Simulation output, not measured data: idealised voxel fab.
process module | voxel local oxidation
cross-section cut | 230 nm wide | cells 5 nm
A cross-section is a grid of square cells, given in bands from the top down. A band is one or more rows of cells.
Each band's line starts with the height of the band's top and of its bottom, in nm. Then come its materials from left to right, each with its width in nm. One material with "throughout" fills the band from edge to edge. "air" is empty space.
Height 0 is the level under which the wafer as received is all one material. The lowest band goes on downwards, as in "0 down".
A width such as "30 to 40" changes by the same amount from each row of cells to the next, from the band's top row to its bottom row.
"no change" after a step means that no cell of the cross-section changed.
closed voids: empty space of 8 cells or more with no open way to the top, each as width x height at its distance from the left edge, in nm
after a step's settings: what the simulator itself notes on the step
overlay nm, on a step with a mask: how far to the right of its planned place the mask lay; to the left if negative
plan
1 op RECEIVE | material Si
2 op CONFORMAL_DEP | material SiO2 | thk nm 5
3 op CONFORMAL_DEP | material SiN | thk nm 10
4 op PATTERN | tone cover | mask id ACTIVE | material resist | width nm 110 | thk nm 20 | overlay nm 0
5 op DIRECTIONAL_ETCH | etch materials SiN | depth nm 10
6 op STRIP | etch materials resist
7 op SELECTIVE_ETCH | etch materials SiO2 | depth nm 5
8 op OXIDIZE | depth nm 10
9 op STRIP | etch materials SiN
as received, after step 1
  0 down: Si throughout
  closed voids: none
first wafer at the end, as planned
  5 to 0: air 65 | SiO2 100 | air 65
  0 to -10: SiO2 75 | Si 80 | SiO2 75
  -10 down: Si throughout
  closed voids: none
second wafer at the end: like start, like plan, one mistake
  0 to -10: SiO2 70 | Si 90 | SiO2 70
  -10 down: Si throughout
  closed voids: none
what went wrong: step 2 was left out
at the end the second wafer has, in cells: 4 more of Si | 24 fewer of SiO2
